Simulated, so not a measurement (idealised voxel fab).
process module | voxel self aligned contacts
cross-section cut | 255 nm wide | cells 5 nm
A cross-section is a grid of square cells, given in bands from the top down. A band is one or more rows of cells.
Each band's line starts with the height of the band's top and of its bottom, in nm. Then come its materials from left to right, each with its width in nm. One material with "throughout" fills the band from edge to edge. "air" is empty space.
Height 0 is the level under which the wafer as received is all one material. The lowest band goes on downwards, as in "0 down".
A width such as "30 to 40" changes by the same amount from each row of cells to the next, from the band's top row to its bottom row.
"no change" after a step means that no cell of the cross-section changed.
closed voids: empty space of 8 cells or more with no open way to the top, each as width x height at its distance from the left edge, in nm
after a step's settings: what the simulator itself notes on the step
overlay nm, on a step with a mask: how far to the right of its planned place the mask lay; to the left if negative
plan
1 op RECEIVE | material Si
2 op CONFORMAL_DEP | material SiO2 | thk nm 5
3 op DIRECTIONAL_DEP | material polySi | thk nm 25
4 op DIRECTIONAL_DEP | material SiN | thk nm 25
5 op MASKED_ETCH | tone cover | mask id GATE | width nm 30 | pitch nm 70 | etch materials SiN | depth nm 25 | overlay nm 0
6 op MASKED_ETCH | tone cover | mask id GATE | width nm 30 | pitch nm 70 | etch materials polySi | depth nm 25 | overlay nm 0
7 op CONFORMAL_DEP | material SiN | thk nm 10
8 op DIRECTIONAL_ETCH | etch materials SiN | depth nm 10
9 op FILL_DEP | material SiO2 | thk nm 10
10 op CMP | height nm 60
11 op DIRECTIONAL_DEP | material aC | thk nm 15
12 op PATTERN | tone open | mask id CONTACT | material resist | width nm 50 | thk nm 30 | overlay nm 0
13 op DIRECTIONAL_ETCH | etch materials aC | depth nm 15
14 op STRIP | etch materials resist
15 op DIRECTIONAL_ETCH | etch materials SiO2 | depth nm 60
16 op STRIP | etch materials aC
17 op CONFORMAL_DEP | material TiN | thk nm 5
18 op FILL_DEP | material Ru | thk nm 5
19 op CMP | height nm 60
20 op CONFORMAL_DEP | material SiCN | thk nm 5
as received, after step 1
  0 down: Si throughout
  closed voids: none
a wafer at the end: this start, this plan, one mistake
  65 to 60: SiCN throughout
  60 to 55: SiO2 100 | TiN 20 | Ru 10 | TiN 20 | SiO2 105
  55 to 30: SiO2 65 | SiN 50 | TiN 5 | Ru 10 | TiN 5 | SiN 50 | SiO2 70
  30 to 25: SiO2 115 | TiN 20 | SiO2 120
  25 to 0: polySi throughout
  0 down: Si throughout
  closed voids: none
what went wrong: steps 2 and 3 were swapped
